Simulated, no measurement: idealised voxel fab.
voxel transistor to metal: a process module
Pictured: cross-section cut, 180 nm wide, on a grid of 5 nm square cells.
The cross-sections in this document take the form of a grid made of square cells. They are written out as bands, in order from top to bottom. Each band consists of one or more rows of cells. Top, bottom (nm), then materials left to right with widths (nm); lone material tagged "everywhere" fills the whole band edge to edge; "empty" = empty space. Height reference: 0 = level under which incoming wafer is all one material. Lowest band: no bottom, runs on downward, e.g. "top 0, no bottom". A width such as "30..40" changes by the same amount from each row of cells to the next, from the band's top row to its bottom row. For the purposes of this document, the phrase "no modifications" attached to a step denotes that no cell within the cross-section was modified by that step. "Entrapped voids" lists enclosed empty spaces (at least 8 cells, no open path upward to the top), each as width x height at distance from the left edge, in nm. Text after the settings on a step's line: the simulator's own remark on that step. A step's line can hold "overlay nm"; with a mask on that step, the setting says how far right of the planned place the mask lay, while a negative setting says it lay to the left.

Planned step list for the process
step 1: RECEIVE (material Si)
step 2: CONFORMAL_DEP (material SiO2; thk nm 5)
step 3: CONFORMAL_DEP (material SiN; thk nm 10)
step 4: MASKED_ETCH (tone cover; mask id ACTIVE; width nm 110; etch materials SiN; depth nm 10; overlay nm 0)
step 5: MASKED_ETCH (tone cover; mask id ACTIVE; width nm 110; etch materials SiO2; depth nm 5; overlay nm 0)
step 6: MASKED_ETCH (tone cover; mask id ACTIVE; width nm 110; etch materials Si; depth nm 20; overlay nm 0)
step 7: OXIDIZE (depth nm 5)
step 8: FILL_DEP (material SiO2; thk nm 10)
step 9: CMP (height nm 15)
step 10: SELECTIVE_ETCH (etch materials SiO2; depth nm 10)
step 11: STRIP (etch materials SiN)
step 12: SELECTIVE_ETCH (etch materials SiO2; depth nm 5)
step 13: OXIDIZE (depth nm 5)
step 14: DIRECTIONAL_DEP (material polySi; thk nm 30)
step 15: DIRECTIONAL_DEP (material SiCN; thk nm 10)
step 16: MASKED_ETCH (tone cover; mask id GATE; width nm 20; etch materials SiCN; depth nm 20; overlay nm 0)
step 17: MASKED_ETCH (tone cover; mask id GATE; width nm 20; etch materials polySi; depth nm 40; overlay nm 0)
step 18: CONFORMAL_DEP (material SiN; thk nm 5)
step 19: DIRECTIONAL_ETCH (etch materials SiN; depth nm 5)
step 20: DIRECTIONAL_ETCH (etch materials SiO2; depth nm 5)
step 21: DIRECTIONAL_ETCH (etch materials Si; depth nm 5)
step 22: EPI (material pSi; thk nm 5)
step 23: FILL_DEP (material SiO2; thk nm 10)
step 24: CMP (height nm 40)
step 25: DIRECTIONAL_DEP (material SiO2; thk nm 10)
step 26: MASKED_ETCH (tone open; mask id CONTACT; width nm 30; pitch nm 60; etch materials SiO2; depth nm 55; overlay nm 0)
step 27: CONFORMAL_DEP (material TiN; thk nm 5)
step 28: FILL_DEP (material Ru; thk nm 5)
step 29: CMP (height nm 50)
step 30: CONFORMAL_DEP (material SiCN; thk nm 5)
step 31: DIRECTIONAL_DEP (material SiO2; thk nm 20)
step 32: PATTERN (tone open; mask id METAL_1; material resist; width nm 15; pitch nm 75; thk nm 15; overlay nm 0)
step 33: DIRECTIONAL_ETCH (etch materials SiO2; depth nm 20)
step 34: DIRECTIONAL_ETCH (etch materials SiCN; depth nm 5)
step 35: STRIP (etch materials resist)
step 36: CONFORMAL_DEP (material TiN; thk nm 5)
step 37: FILL_DEP (material Cu; thk nm 5)
step 38: CMP (height nm 75)
step 39: CONFORMAL_DEP (material SiCN; thk nm 5)
step 40: DIRECTIONAL_DEP (material SiO2; thk nm 35)
step 41: PATTERN (tone open; mask id METAL_2; material resist; width nm 15; pitch nm 75; thk nm 15; overlay nm 0)
step 42: DIRECTIONAL_ETCH (etch materials SiO2; depth nm 20)
step 43: STRIP (etch materials resist)
step 44: DIRECTIONAL_DEP (material aC; thk nm 15)
step 45: PATTERN (tone open; mask id METAL_2_HOLES; material resist; width nm 15; pitch nm 75; thk nm 30; overlay nm 0)
step 46: DIRECTIONAL_ETCH (etch materials aC; depth nm 15)
step 47: STRIP (etch materials resist)
step 48: DIRECTIONAL_ETCH (etch materials SiO2; depth nm 15)
step 49: DIRECTIONAL_ETCH (etch materials SiCN; depth nm 5)
step 50: STRIP (etch materials aC)
step 51: CONFORMAL_DEP (material TiN; thk nm 5)
step 52: FILL_DEP (material Ru; thk nm 5)
step 53: CMP (height nm 115)
step 54: CONFORMAL_DEP (material SiN; thk nm 5)

So this is the incoming wafer in cross-section - it's already been through step 1
> top 0, no bottom  Si everywhere
> Entrapped voids: none

The cross-section shown corresponds to the wafer at the conclusion of the module. The initial structure and the process plan are those presented above; however, one mistake occurred in executing the plan
> top 120, bottom 115  SiN everywhere
> top 115, bottom 80  SiO2: 45  TiN: 5  Ru: 5  TiN: 5  SiO2: 60  TiN: 5  Ru: 5  TiN: 5  SiO2: 45
> top 80, bottom 75  SiCN: 45  TiN: 15  SiCN: 60  TiN: 15  SiCN: 45
> top 75, bottom 55  SiO2: 45  TiN: 5  Cu: 5  TiN: 5  SiO2: 60  TiN: 5  Cu: 5  TiN: 5  SiO2: 45
> top 55, bottom 50  SiCN: 45  TiN: 15  SiCN: 60  TiN: 15  SiCN: 45
> top 50, bottom 45  Ru: 40  TiN: 5  SiO2: 30  TiN: 5  Ru: 20  TiN: 5  SiO2: 30  TiN: 5  Ru: 40
> top 45, bottom 40  Ru: 40  TiN: 5  SiO2: 30  TiN: 30  SiO2: 30  TiN: 5  Ru: 40
> top 40, bottom 30  Ru: 40  TiN: 5  SiO2: 30  SiN: 5  SiCN: 20  SiN: 5  SiO2: 30  TiN: 5  Ru: 40
> top 30, bottom 0  Ru: 40  TiN: 5  SiO2: 30  SiN: 5  polySi: 20  SiN: 5  SiO2: 30  TiN: 5  Ru: 40
> top 0, bottom -5  TiN: 45  SiO2: 25  pSi: 5  SiO2: 30  pSi: 5  SiO2: 25  TiN: 45
> top -5, bottom -10  SiO2: 40  pSi: 35  Si: 30  pSi: 35  SiO2: 40
> top -10, bottom -25  SiO2: 40  Si: 100  SiO2: 40
> top -25, no bottom  Si everywhere
> Entrapped voids: none
Deviation from plan: step 26 changed vs plan, executed as MASKED_ETCH (tone cover; mask id CONTACT; width nm 30; pitch nm 60; etch materials SiO2; depth nm 55; overlay nm 0)
